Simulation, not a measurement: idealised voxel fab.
Process module in this document: voxel wiring stack
Square cell edge 5 nm, section width 260 nm, ID cut.
Square cells in a grid make up a cross-section in this document, and the grid is given as bands, listed from the top down, each one or more rows of cells.
Quick guide to a band line: top height, bottom height (nm) up front; then every material left to right with its width in nm. Only one material and it's marked "full width"? Then it fills the band edge to edge. And "blank" just means empty space.
A quick word on heights: they are counted from 0, and under that level the wafer as it came to us is one material throughout. The lowest band is different from the rest in having no bottom; it simply continues downward, written as in "from 0 down".
So if you see something like "30->40" for the width, read it as the top row of the band sitting at the first number and the bottom row at the second, with every row in between moving by the same amount as the last.
The designation "remained unchanged", where it is given for a processing step, indicates that no cell of the cross-section was altered in the course of that step.
Closed empty spaces (no open way to the top) of 8 cells or more are what "Unvented cavities" lists, each as width x height at distance from the left edge, nm for all three.
Formally, on a step line, whatever follows the settings is a remark that the simulator itself makes on the step.
overlay nm: mask offset rightward from planned place, masked step; negative means leftward offset.

### So here's the lineup of process steps we planned
1,op RECEIVE | material Si
2,op CONFORMAL_DEP | material SiO2 | thk nm 15
3,op CONFORMAL_DEP | material SiN | thk nm 5
4,op DIRECTIONAL_DEP | material SiO2 | thk nm 20
5,op PATTERN | tone open | mask id METAL_1 | material resist | width nm 30 | pitch nm 60 | thk nm 20 | overlay nm 0
6,op DIRECTIONAL_ETCH | etch materials SiO2 | depth nm 20
7,op DIRECTIONAL_ETCH | etch materials SiN | depth nm 5
8,op STRIP | etch materials resist
9,op CONFORMAL_DEP | material TiN | thk nm 5
10,op FILL_DEP | material Cu | thk nm 5
11,op CMP | height nm 40
12,op CONFORMAL_DEP | material SiCN | thk nm 5
13,op DIRECTIONAL_DEP | material lowk | thk nm 30
14,op PATTERN | tone open | mask id METAL_2_HOLES | material resist | width nm 15 | pitch nm 120 | thk nm 20 | overlay nm 0
15,op DIRECTIONAL_ETCH | etch materials lowk | depth nm 30
16,op STRIP | etch materials resist
17,op DIRECTIONAL_DEP | material aC | thk nm 15
18,op PATTERN | tone open | mask id METAL_2 | material resist | width nm 30 | pitch nm 60 | thk nm 35 | overlay nm 0
19,op DIRECTIONAL_ETCH | etch materials aC | depth nm 15
20,op STRIP | etch materials resist
21,op DIRECTIONAL_ETCH | etch materials lowk | depth nm 15
22,op DIRECTIONAL_ETCH | etch materials SiCN | depth nm 5
23,op STRIP | etch materials aC
24,op CONFORMAL_DEP | material TiN | thk nm 5
25,op FILL_DEP | material Cu | thk nm 5
26,op CMP | height nm 75
27,op CONFORMAL_DEP | material SiCN | thk nm 5
28,op DIRECTIONAL_DEP | material SiO2 | thk nm 20
29,op PATTERN | tone open | mask id PLUG_2 | material resist | width nm 15 | pitch nm 60 | thk nm 15 | overlay nm 0
30,op DIRECTIONAL_ETCH | etch materials SiO2 | depth nm 20
31,op DIRECTIONAL_ETCH | etch materials SiCN | depth nm 5
32,op STRIP | etch materials resist
33,op CONFORMAL_DEP | material TiN | thk nm 5
34,op FILL_DEP | material Cu | thk nm 10
35,op CMP | height nm 100
36,op DIRECTIONAL_DEP | material TiN | thk nm 5
37,op DIRECTIONAL_DEP | material W | thk nm 25
38,op MASKED_ETCH | tone cover | mask id METAL_3 | width nm 30 | pitch nm 60 | etch materials W | depth nm 25 | overlay nm 0
39,op MASKED_ETCH | tone cover | mask id METAL_3 | width nm 30 | pitch nm 60 | etch materials TiN | depth nm 5 | overlay nm 0
40,op CONFORMAL_DEP | material SiCN | thk nm 5
41,op FILL_DEP | material SiO2 | thk nm 10
42,op CMP | height nm 130
43,op CONFORMAL_DEP | material SiCN | thk nm 5
44,op DIRECTIONAL_DEP | material lowk | thk nm 20
45,op MASKED_ETCH | tone open | mask id PLUG_3 | width nm 15 | pitch nm 120 | etch materials lowk | depth nm 20 | overlay nm 0
46,op MASKED_ETCH | tone open | mask id PLUG_3 | width nm 15 | pitch nm 120 | etch materials SiCN | depth nm 5 | overlay nm 0
47,op EPI | material Ru | thk nm 10
48,op EPI | material Ru | thk nm 10
49,op EPI | material Ru | thk nm 5
50,op CONFORMAL_DEP | material SiCN | thk nm 5
51,op DIRECTIONAL_DEP | material SiO2 | thk nm 25
52,op PATTERN | tone open | mask id METAL_4 | material resist | width nm 30 | pitch nm 60 | thk nm 20 | overlay nm 0
53,op DIRECTIONAL_ETCH | etch materials SiO2 | depth nm 25
54,op DIRECTIONAL_ETCH | etch materials SiCN | depth nm 5
55,op STRIP | etch materials resist
56,op CONFORMAL_DEP | material TiN | thk nm 5
57,op FILL_DEP | material W | thk nm 5
58,op CMP | height nm 185
59,op EPI | material Ru | thk nm 5
60,op FILL_DEP | material SiCN | thk nm 5

### Cross-section of the wafer as it came to us, i.e., already through step 1
    from 0 down  Si full width
    Unvented cavities: none

### a wafer at the end: this start, this plan, one mistake
    from 195 to 190  SiCN full width
    from 190 to 185  SiCN 50 nm | Ru 40 nm | SiCN 20 nm | Ru 40 nm | SiCN 20 nm | Ru 40 nm | SiCN 50 nm
    from 185 to 160  SiO2 55 nm | TiN 5 nm | W 20 nm | TiN 5 nm | SiO2 30 nm | TiN 5 nm | W 20 nm | TiN 5 nm | SiO2 30 nm | TiN 5 nm | W 20 nm | TiN 5 nm | SiO2 55 nm
    from 160 to 155  SiCN 55 nm | TiN 30 nm | SiCN 30 nm | TiN 30 nm | SiCN 30 nm | TiN 30 nm | SiCN 55 nm
    from 155 to 135  lowk 55 nm | Ru 15 nm | lowk 105 nm | Ru 15 nm | lowk 70 nm
    from 135 to 130  SiCN 55 nm | Ru 15 nm | SiCN 105 nm | Ru 15 nm | SiCN 70 nm
    from 130 to 105  SiO2 50 nm | SiCN 5 nm | W 30 nm | SiCN 5 nm | SiO2 20 nm | SiCN 5 nm | W 30 nm | SiCN 5 nm | SiO2 20 nm | SiCN 5 nm | W 30 nm | SiCN 5 nm | SiO2 50 nm
    from 105 to 100  SiCN 55 nm | TiN 30 nm | SiCN 30 nm | TiN 30 nm | SiCN 30 nm | TiN 30 nm | SiCN 55 nm
    from 100 to 80  SiO2 55 nm | TiN 5 nm | Cu 5 nm | TiN 5 nm | SiO2 45 nm | TiN 5 nm | Cu 5 nm | TiN 5 nm | SiO2 45 nm | TiN 5 nm | Cu 5 nm | TiN 5 nm | SiO2 70 nm
    from 80 to 75  SiCN 55 nm | TiN 15 nm | SiCN 45 nm | TiN 15 nm | SiCN 45 nm | TiN 15 nm | SiCN 70 nm
    from 75 to 65  lowk 55 nm | TiN 5 nm | Cu 5 nm | TiN 5 nm | lowk 105 nm | TiN 5 nm | Cu 5 nm | TiN 5 nm | lowk 70 nm
    from 65 to 60  lowk 55 nm | TiN 15 nm | lowk 105 nm | TiN 15 nm | lowk 70 nm
    from 60 to 45  lowk full width
    from 45 to 40  SiCN full width
    from 40 to 20  SiO2 55 nm | TiN 5 nm | Cu 20 nm | TiN 5 nm | SiO2 30 nm | TiN 5 nm | Cu 20 nm | TiN 5 nm | SiO2 30 nm | TiN 5 nm | Cu 20 nm | TiN 5 nm | SiO2 55 nm
    from 20 to 15  SiN 55 nm | TiN 30 nm | SiN 30 nm | TiN 30 nm | SiN 30 nm | TiN 30 nm | SiN 55 nm
    from 15 to 0  SiO2 full width
    from 0 down  Si full width
    Unvented cavities: none
Where did the run depart from the plan? step 13, plan: ran twice
